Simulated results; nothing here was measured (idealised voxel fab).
The document below concerns the process module designated voxel ribs on slabs.
The cross-section shown here is cut; it is 250 nm wide and divided into square cells measuring 5 nm on a side.
If you're reading a cross-section in this doc, picture square cells in a grid; it comes to you as bands, top ones listed first down to the bottom, and a band can be one or more rows of cells.
Heights first: top, then bottom, in nm. Then materials, left to right, each with a width in nm. "full width" on a single material: fills the band edge to edge. "air": empty space.
Measure heights from 0. That's the level where, below it, the as-received wafer is all one material. The lowest band is bottomless and extends downward; write it as in "0 and below".
The notation "30 to 40" denotes a width that varies across the rows of cells in the band, beginning at the first number in the top row, finishing at the second number in the bottom row, and changing by an identical amount from each row to the next.
"left unchanged" (step): cross-section cells unchanged, all of them.
Enclosed voids (no open way to top), threshold 8 cells or more, entry "Internal closed voids", notation width x height at distance, distance from left edge, nm.
What comes after the settings on a step's line is commentary from the simulator itself on that step.
A step's line can hold "overlay nm"; with a mask on that step, the setting says how far right of the planned place the mask lay, while a negative setting says it lay to the left.

[Steps in the process plan]
1) RECEIVE,material Si
2) DIRECTIONAL_DEP,material SiO2,thk nm 25
3) DIRECTIONAL_DEP,material SiN,thk nm 25
4) MASKED_ETCH,tone cover,mask id RIB,width nm 15,etch materials SiN,depth nm 20,overlay nm 0
5) DIRECTIONAL_DEP,material aC,thk nm 10
6) PATTERN,tone cover,mask id SLAB,material resist,width nm 55,thk nm 25,overlay nm 0
7) DIRECTIONAL_ETCH,etch materials aC,depth nm 10
8) STRIP,etch materials resist
9) DIRECTIONAL_ETCH,etch materials SiN,depth nm 5
10) STRIP,etch materials aC
11) FILL_DEP,material SiO2,thk nm 25
12) CMP,height nm 65
13) DIRECTIONAL_DEP,material TiN,thk nm 10
14) MASKED_ETCH,tone cover,mask id HEATER,width nm 25,etch materials TiN,depth nm 10,overlay nm 0
15) CONFORMAL_DEP,material SiN,thk nm 5

[Received-state cross-section, reflecting completion of step 1]
* 0 and below | Si full width
* Internal closed voids: none

[The first of two wafers, cross-sectioned at the end of the module, with the run proceeding as planned]
* 80 down to 75 | air 105, SiN 35, air 110
* 75 down to 70 | air 105, SiN 5, TiN 25, SiN 5, air 110
* 70 down to 65 | SiN 110, TiN 25, SiN 115
* 65 down to 50 | SiO2 full width
* 50 down to 30 | SiO2 115, SiN 15, SiO2 120
* 30 down to 25 | SiO2 95, SiN 55, SiO2 100
* 25 down to 0 | SiO2 full width
* 0 and below | Si full width
* Internal closed voids: none

[Wafer two (of two), end-of-module cross-section: start = wafer one, plan = wafer one, one run mistake]
* 80 down to 75 | air 105, SiN 35, air 110
* 75 down to 70 | air 105, SiN 5, TiN 25, SiN 5, air 110
* 70 down to 65 | SiN 110, TiN 25, SiN 115
* 65 down to 50 | SiO2 full width
* 50 down to 25 | TiN full width
* 25 down to 0 | SiO2 full width
* 0 and below | Si full width
* Internal closed voids: none
The mistake made against the process plan was this: not per plan at step 3, really ran DIRECTIONAL_DEP,material TiN,thk nm 25
Final difference in cells, second wafer against first, listed per material as more or fewer: 23 fewer of SiN; 227 fewer of SiO2; 250 more of TiN
